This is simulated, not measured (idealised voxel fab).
The name of this process module is voxel self aligned contacts.
Pictured: cross-section cut, 300 nm wide, on a grid of 5 nm square cells.
Notation: cross-section as square-cell grid; stated in bands, top first, going down; one or more cell rows per band. The band entry comprises the height of the band's top followed by the height of its bottom, expressed in nm, and subsequently the band's materials from left to right, each stated together with its width in nm. Where a single material is marked with the word "everywhere", that material fills the band from edge to edge. The word "empty" represents empty space. Convention: height 0 is the level below which the wafer, as received, is all one material. The lowest band does not terminate at the bottom but continues downward, represented as "0 -> down". Width "30->40": first value at the band's top row of cells, second value at its bottom row, equal change from row to row. "no modification" after a step means that no cell of the cross-section changed. Entry "Trapped void list" = empty spaces >= 8 cells with no open way to the top; each as width x height at distance, distance from left edge, all nm. Heads up: the bit after the settings on a step's line is the simulator's remark on that step. You can add "overlay nm" to a step's line. For a step with a mask, it describes how far the mask lay to the right of its planned position, and a negative number describes a lay to the left.
## The steps planned for the process are as follows
step 1: op RECEIVE | material Si
step 2: op OXIDIZE | depth nm 5
step 3: op DIRECTIONAL_DEP | material polySi | thk nm 30
step 4: op DIRECTIONAL_DEP | material SiN | thk nm 15
step 5: op DIRECTIONAL_DEP | material aC | thk nm 15
step 6: op PATTERN | tone cover | mask id GATE | material resist | width nm 30 | pitch nm 55 | thk nm 30 | overlay nm 0
step 7: op DIRECTIONAL_ETCH | etch materials aC | depth nm 15
step 8: op STRIP | etch materials resist
step 9: op DIRECTIONAL_ETCH | etch materials SiN | depth nm 15
step 10: op DIRECTIONAL_ETCH | etch materials polySi | depth nm 30
step 11: op STRIP | etch materials aC
step 12: op CONFORMAL_DEP | material SiN | thk nm 5
step 13: op DIRECTIONAL_ETCH | etch materials SiN | depth nm 5
step 14: op FILL_DEP | material SiO2 | thk nm 15
step 15: op CMP | height nm 50
step 16: op MASKED_ETCH | tone open | mask id CONTACT | width nm 35 | etch materials SiO2 | depth nm 55 | overlay nm 0
step 17: op CONFORMAL_DEP | material TiN | thk nm 5
step 18: op FILL_DEP | material Ru | thk nm 5
step 19: op CMP | height nm 50
step 20: op CONFORMAL_DEP | material SiCN | thk nm 5
## The cross-section here shows the wafer as received, i.e. in its state after step 1
  0 -> down = Si everywhere
  Trapped void list: none
## Sectioned view, first of two wafers, at the close of the module, processed as intended in the plan
  55 -> 50 = SiCN everywhere
  50 -> 45 = 130 of SiO2 / 15 of TiN / 5 of Ru / 15 of TiN / 135 of SiO2
  45 -> 30 = 100 of SiO2 / 40 of SiN / 5 of TiN / 5 of Ru / 5 of TiN / 40 of SiN / 105 of SiO2
  30 -> 0 = 100 of SiO2 / 5 of SiN / 30 of polySi / 5 of SiN / 5 of TiN / 5 of Ru / 5 of TiN / 5 of SiN / 30 of polySi / 5 of SiN / 105 of SiO2
  0 -> -5 = 140 of SiO2 / 15 of TiN / 145 of SiO2
  -5 -> down = Si everywhere
  Trapped void list: none
## Now the second wafer, cross-sectioned at the end of the module. Nothing different at the start, nothing different in the plan compared with the first, just one mistake when it was actually run
  55 -> 50 = SiCN everywhere
  50 -> 45 = 130 of SiO2 / 15 of TiN / 5 of Ru / 15 of TiN / 135 of SiO2
  45 -> 30 = 100 of SiO2 / 40 of SiN / 5 of TiN / 5 of Ru / 5 of TiN / 40 of SiN / 105 of SiO2
  30 -> 25 = 140 of SiO2 / 15 of TiN / 145 of SiO2
  25 -> 0 = polySi everywhere
  0 -> down = Si everywhere
  Trapped void list: none
It is concluded that the wafer was processed incorrectly with respect to the plan, in that ran 2 and 3 in swapped order versus the plan
Final wafer comparison in cells, second versus first, more or fewer per material: -6 Ru, +60 Si, -24 SiN, -246 SiO2, -12 TiN, +228 polySi
